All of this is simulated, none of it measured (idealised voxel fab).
The following is a process module called voxel air gaps.
Shown is cross-section cut, with a width of 295 nm and square cells of size 5 nm.
In this document a cross-section is written as a grid of square cells. It is given as a series of bands, listed from the top down, and a band is one or more rows of cells.
For a band, the entry starts with two heights in nm, that of the top and then that of the bottom, and carries on with the band's materials in order from left to right, each alongside its width in nm; the word "full width" beside a single material means it fills the band edge to edge, and "blank" means empty space.
Below 0: as-received wafer, all one material; heights counted from there. Lowest band: no bottom, goes on down, written "from 0 down".
Note: "30 to 40" means the width goes from the first number (top row of the band) to the second number (bottom row) in equal steps per row of cells.
Take "changes: none" at face value: in the step it is given for, the cross-section changed in none of its cells.
So "Enclosed void listing" is basically the list of trapped voids: any empty space of 8 cells or more that can't reach the top through an opening. They're written width x height at distance, the distance being from the left edge, and it's all nm.
If you see something after the settings on a step's line, that's the simulator's own remark about that step.
What "overlay nm" on a step's line means: if the step has a mask, that mask lay this far to the right of its planned place, or, when the value is negative, to the left.
### So here's the lineup of process steps we planned
1 RECEIVE [material Si]
2 CONFORMAL_DEP [material SiO2] [thk nm 10]
3 CONFORMAL_DEP [material SiCN] [thk nm 5]
4 DIRECTIONAL_DEP [material SiO2] [thk nm 40]
5 DIRECTIONAL_DEP [material aC] [thk nm 15]
6 PATTERN [tone open] [mask id LINES] [material resist] [width nm 25] [pitch nm 50] [thk nm 30] [overlay nm 0]
7 DIRECTIONAL_ETCH [etch materials aC] [depth nm 15]
8 STRIP [etch materials resist]
9 DIRECTIONAL_ETCH [etch materials SiO2] [depth nm 40]
10 STRIP [etch materials aC]
11 CONFORMAL_DEP [material TiN] [thk nm 5]
12 FILL_DEP [material Cu] [thk nm 10]
13 CMP [height nm 55]
14 EPI [material Ru] [thk nm 10]
15 SELECTIVE_ETCH [etch materials SiO2] [depth nm 50]
16 CONFORMAL_DEP [material SiCN] [thk nm 5]
### As received (post step 1): cross-section
- from 0 down | Si full width
- Enclosed void listing: none
### First of two wafers at the end of the module, shown in cross-section; run carried out as planned
- from 70 to 65 | blank (45) | SiCN (205) | blank (45)
- from 65 to 55 | blank (45) | SiCN (5) | Ru (45) | SiCN (5) | Ru (45) | SiCN (5) | Ru (45) | SiCN (5) | Ru (45) | SiCN (5) | blank (45)
- from 55 to 50 | blank (45) | SiCN (15) | TiN (5) | Cu (15) | TiN (5) | SiCN (25) | TiN (5) | Cu (15) | TiN (5) | SiCN (25) | TiN (5) | Cu (15) | TiN (5) | SiCN (25) | TiN (5) | Cu (15) | TiN (5) | SiCN (15) | blank (45)
- from 50 to 20 | blank (55) | SiCN (5) | TiN (5) | Cu (15) | TiN (5) | SiCN (5) | blank (15) | SiCN (5) | TiN (5) | Cu (15) | TiN (5) | SiCN (5) | blank (15) | SiCN (5) | TiN (5) | Cu (15) | TiN (5) | SiCN (5) | blank (15) | SiCN (5) | TiN (5) | Cu (15) | TiN (5) | SiCN (5) | blank (55)
- from 20 to 15 | SiCN (60) | TiN (25) | SiCN (25) | TiN (25) | SiCN (25) | TiN (25) | SiCN (25) | TiN (25) | SiCN (60)
- from 15 to 10 | SiCN full width
- from 10 to 0 | SiO2 full width
- from 0 down | Si full width
- Enclosed void listing: 15 x 30 at 90; 15 x 30 at 140; 15 x 30 at 190
### Second wafer cross-section at end of module - shared start and plan with the first, one mistake in the run
- from 70 to 65 | blank (45) | SiCN (210) | blank (40)
- from 65 to 55 | blank (45) | SiCN (5) | Ru (200) | SiCN (5) | blank (40)
- from 55 to 50 | blank (45) | SiCN (15) | TiN (5) | Cu (20) | TiN (5) | SiO2 (20) | TiN (5) | Cu (20) | TiN (5) | SiO2 (20) | TiN (5) | Cu (20) | TiN (5) | SiO2 (20) | TiN (5) | Cu (20) | TiN (5) | SiCN (15) | blank (40)
- from 50 to 20 | blank (55) | SiCN (5) | TiN (5) | Cu (20) | TiN (5) | SiO2 (20) | TiN (5) | Cu (20) | TiN (5) | SiO2 (20) | TiN (5) | Cu (20) | TiN (5) | SiO2 (20) | TiN (5) | Cu (20) | TiN (5) | SiCN (5) | blank (50)
- from 20 to 15 | SiCN (60) | TiN (30) | SiO2 (20) | TiN (30) | SiO2 (20) | TiN (30) | SiO2 (20) | TiN (30) | SiCN (55)
- from 15 to 10 | SiCN full width
- from 10 to 0 | SiO2 full width
- from 0 down | Si full width
- Enclosed void listing: none
Where did the run depart from the plan? contrary to plan, step 6 was performed as PATTERN [tone open] [mask id LINES] [material resist] [width nm 30] [pitch nm 50] [thk nm 30] [overlay nm 0]
Count the cells at the end and the second wafer has more or fewer of some materials than the first: Cu +28, Ru +8, SiCN -72, SiO2 +96, TiN +4
The second wafer ends with 0 closed voids, and the first wafer ends with 3.
